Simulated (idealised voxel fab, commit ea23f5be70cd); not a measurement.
Process module, titled voxel transistor to metal
This is section cut - it's 165 nm across, gridded in 5 nm square cells.
Reading order for cross-sections: top band down to bottom band. Underlying form: a grid of square cells. Band size: one or more rows of cells. Look at the band entry: it leads with the top's height and the bottom's height in nm. Then it lists the materials left to right, with a width in nm for each. The word "edge to edge" on a single material says that material fills the band edge to edge. The word "empty" is empty space. Heights are reckoned from 0. Under this level, the received wafer is all of one material. The bottommost band is open-ended downward, for example "top 0, no bottom". Per-row width for "30..40": begins at first number (top row of band), ends at second number (bottom row), increment between rows held constant. It should be understood that the words "same as before", when stated for a given step, signify that the cross-section underwent no change in any of its cells during that step. Under "Sealed void listing" you'll find the enclosed gaps, the ones with no way out to the top, that are 8 cells or bigger; each reads width x height at distance, with distance counted from the left edge, everything in nm. Anything after a step's settings on that line? It's the simulator's own note about the step. When a step includes a mask, the "overlay nm" setting on its line states how far to the right of its planned place that mask lay, and negative values state how far to the left.

THE FOLLOWING LIST GIVES THE PLANNED PROCESS STEPS
1 RECEIVE,material Si
2 CONFORMAL_DEP,material SiO2,thk nm 5
3 CONFORMAL_DEP,material SiN,thk nm 15
4 DIRECTIONAL_DEP,material aC,thk nm 10
5 PATTERN,tone cover,mask id ACTIVE,material resist,width nm 105,thk nm 30,overlay nm 0
6 DIRECTIONAL_ETCH,etch materials aC,depth nm 10
7 STRIP,etch materials resist
8 DIRECTIONAL_ETCH,etch materials SiN,depth nm 15
9 DIRECTIONAL_ETCH,etch materials SiO2,depth nm 5
10 DIRECTIONAL_ETCH,etch materials Si,depth nm 30
11 STRIP,etch materials aC
12 OXIDIZE,depth nm 5
13 FILL_DEP,material SiO2,thk nm 10
14 CMP,height nm 20
15 SELECTIVE_ETCH,etch materials SiO2,depth nm 10
16 STRIP,etch materials SiN
17 SELECTIVE_ETCH,etch materials SiO2,depth nm 5
18 OXIDIZE,depth nm 5
19 DIRECTIONAL_DEP,material polySi,thk nm 20
20 DIRECTIONAL_DEP,material SiCN,thk nm 10
21 PATTERN,tone cover,mask id GATE,material resist,width nm 35,thk nm 20,overlay nm 0
22 DIRECTIONAL_ETCH,etch materials SiCN,depth nm 20
23 DIRECTIONAL_ETCH,etch materials polySi,depth nm 30
24 STRIP,etch materials resist
25 CONFORMAL_DEP,material SiO2,thk nm 5
26 DIRECTIONAL_ETCH,etch materials SiO2,depth nm 5
27 CONFORMAL_DEP,material SiN,thk nm 10
28 DIRECTIONAL_ETCH,etch materials SiN,depth nm 10
29 DIRECTIONAL_ETCH,etch materials SiO2,depth nm 5
30 DIRECTIONAL_ETCH,etch materials Si,depth nm 5
31 EPI,material pSi,thk nm 5
32 FILL_DEP,material SiO2,thk nm 10
33 CMP,height nm 20
34 STRIP,etch materials polySi
35 SELECTIVE_ETCH,etch materials SiO2,depth nm 5
36 CONFORMAL_DEP,material HfO2,thk nm 5
37 CONFORMAL_DEP,material TiN,thk nm 5
38 FILL_DEP,material W,thk nm 10
39 CMP,height nm 15
40 DIRECTIONAL_DEP,material SiO2,thk nm 15
41 DIRECTIONAL_DEP,material aC,thk nm 10
42 PATTERN,tone open,mask id CONTACT,material resist,width nm 15,pitch nm 80,thk nm 30,overlay nm 0
43 DIRECTIONAL_ETCH,etch materials aC,depth nm 10
44 STRIP,etch materials resist
45 DIRECTIONAL_ETCH,etch materials SiO2,depth nm 30
46 STRIP,etch materials aC
47 CONFORMAL_DEP,material TiN,thk nm 5
48 FILL_DEP,material Ru,thk nm 5
49 CMP,height nm 30
50 DIRECTIONAL_DEP,material TiN,thk nm 5
51 DIRECTIONAL_DEP,material Ru,thk nm 20
52 MASKED_ETCH,tone cover,mask id METAL_1,width nm 15,pitch nm 80,etch materials Ru,depth nm 20,overlay nm 0
53 MASKED_ETCH,tone cover,mask id METAL_1,width nm 15,pitch nm 80,etch materials TiN,depth nm 5,overlay nm 0
54 CONFORMAL_DEP,material SiN,thk nm 5
55 FILL_DEP,material lowk,thk nm 10
56 CMP,height nm 55
57 CONFORMAL_DEP,material SiCN,thk nm 5
58 DIRECTIONAL_DEP,material SiO2,thk nm 25
59 DIRECTIONAL_DEP,material aC,thk nm 10
60 PATTERN,tone open,mask id METAL_2,material resist,width nm 15,pitch nm 80,thk nm 25,overlay nm 0
61 DIRECTIONAL_ETCH,etch materials aC,depth nm 10
62 STRIP,etch materials resist
63 DIRECTIONAL_ETCH,etch materials SiO2,depth nm 15
64 STRIP,etch materials aC
65 MASKED_ETCH,tone open,mask id METAL_2_HOLES,width nm 15,pitch nm 80,etch materials SiO2,depth nm 10,overlay nm 0
66 MASKED_ETCH,tone open,mask id METAL_2_HOLES,width nm 15,pitch nm 80,etch materials SiCN,depth nm 5,overlay nm 0
67 CONFORMAL_DEP,material TiN,thk nm 5
68 FILL_DEP,material Cu,thk nm 10
69 CMP,height nm 85
70 CONFORMAL_DEP,material SiN,thk nm 5
Where the wafers of this document differ is in the width nm of step 42; they start out the same, and the plan states the value that applied to the first wafer.

AS-RECEIVED STATE AFTER STEP 1, FIRST OF SEVERAL WAFERS, CROSS-SECTION
* top 0, no bottom: Si edge to edge
* Sealed void listing: none

ONCE STEP 70, THE LAST STEP, IS COMPLETE, THE MODULE IS AT ITS END; THIS IS THE CROSS-SECTION OF THE FIRST OF SEVERAL WAFERS
* top 90, bottom 85: SiN edge to edge
* top 85, bottom 60: SiO2=35, then TiN=5, then Cu=5, then TiN=5, then SiO2=65, then TiN=5, then Cu=5, then TiN=5, then SiO2=35
* top 60, bottom 55: SiCN=35, then TiN=15, then SiCN=65, then TiN=15, then SiCN=35
* top 55, bottom 35: lowk=30, then SiN=5, then Ru=15, then SiN=5, then lowk=55, then SiN=5, then Ru=15, then SiN=5, then lowk=30
* top 35, bottom 30: SiN=35, then TiN=15, then SiN=65, then TiN=15, then SiN=35
* top 30, bottom 15: SiO2=35, then TiN=5, then Ru=5, then TiN=5, then SiO2=65, then TiN=5, then Ru=5, then TiN=5, then SiO2=35
* top 15, bottom 10: SiO2=35, then TiN=5, then Ru=5, then TiN=5, then SiN=10, then HfO2=5, then TiN=5, then W=25, then TiN=5, then HfO2=5, then SiN=10, then TiN=5, then Ru=5, then TiN=5, then SiO2=35
* top 10, bottom 5: SiO2=35, then TiN=15, then SiN=10, then HfO2=5, then TiN=5, then W=25, then TiN=5, then HfO2=5, then SiN=10, then TiN=15, then SiO2=35
* top 5, bottom 0: SiO2=30, then SiN=10, then TiN=10, then SiN=10, then HfO2=5, then TiN=35, then HfO2=5, then SiN=10, then TiN=10, then SiN=10, then SiO2=30
* top 0, bottom -5: SiO2=40, then pSi=10, then SiO2=10, then HfO2=45, then SiO2=10, then pSi=10, then SiO2=40
* top -5, bottom -10: SiO2=35, then Si=5, then pSi=10, then Si=65, then pSi=10, then Si=5, then SiO2=35
* top -10, bottom -35: SiO2=35, then Si=95, then SiO2=35
* top -35, no bottom: Si edge to edge
* Sealed void listing: none

FINAL WAFER CROSS-SECTION AT MODULE END
* top 90, bottom 85: SiN edge to edge
* top 85, bottom 60: SiO2=35, then TiN=5, then Cu=5, then TiN=5, then SiO2=65, then TiN=5, then Cu=5, then TiN=5, then SiO2=35
* top 60, bottom 55: SiCN=35, then TiN=15, then SiCN=65, then TiN=15, then SiCN=35
* top 55, bottom 35: lowk=30, then SiN=5, then Ru=15, then SiN=5, then lowk=55, then SiN=5, then Ru=15, then SiN=5, then lowk=30
* top 35, bottom 30: SiN=35, then TiN=15, then SiN=65, then TiN=15, then SiN=35
* top 30, bottom 20: SiO2=30, then TiN=5, then Ru=20, then TiN=5, then SiO2=50, then TiN=5, then Ru=20, then TiN=5, then SiO2=25
* top 20, bottom 15: SiO2=30, then TiN=5, then Ru=10, then TiN=15, then SiO2=50, then TiN=10, then Ru=15, then TiN=5, then SiO2=25
* top 15, bottom 10: SiO2=30, then TiN=5, then Ru=10, then TiN=5, then SiN=10, then HfO2=5, then TiN=5, then W=25, then TiN=5, then HfO2=5, then SiN=10, then TiN=5, then Ru=15, then TiN=5, then SiO2=25
* top 10, bottom 5: SiO2=30, then TiN=20, then SiN=10, then HfO2=5, then TiN=5, then W=25, then TiN=5, then HfO2=5, then SiN=10, then TiN=25, then SiO2=25
* top 5, bottom 0: SiO2=30, then SiN=10, then TiN=10, then SiN=10, then HfO2=5, then TiN=35, then HfO2=5, then SiN=10, then TiN=10, then SiN=10, then TiN=5, then SiO2=25
* top 0, bottom -5: SiO2=40, then pSi=10, then SiO2=10, then HfO2=45, then SiO2=10, then pSi=10, then SiO2=40
* top -5, bottom -10: SiO2=35, then Si=5, then pSi=10, then Si=65, then pSi=10, then Si=5, then SiO2=35
* top -10, bottom -35: SiO2=35, then Si=95, then SiO2=35
* top -35, no bottom: Si edge to edge
* Sealed void listing: none

WAFER ROWS, END OF MODULE: CELLS PER MATERIAL GAINED (+) OR LOST (-) SINCE RECEIPT; CLOSED VOIDS LAST
width nm 15; +10 Cu; +15 HfO2; +32 Ru; -121 Si; +27 SiCN; +92 SiN; +360 SiO2; +69 TiN; +10 W; +92 lowk; +8 pSi; Sealed void listing: none
width nm 20; +10 Cu; +15 HfO2; +38 Ru; -121 Si; +27 SiCN; +92 SiN; +352 SiO2; +71 TiN; +10 W; +92 lowk; +8 pSi; Sealed void listing: none
width nm 25; +10 Cu; +15 HfO2; +44 Ru; -121 Si; +27 SiCN; +92 SiN; +344 SiO2; +73 TiN; +10 W; +92 lowk; +8 pSi; Sealed void listing: none
width nm 30; +10 Cu; +15 HfO2; +50 Ru; -121 Si; +27 SiCN; +92 SiN; +335 SiO2; +76 TiN; +10 W; +92 lowk; +8 pSi; Sealed void listing: none
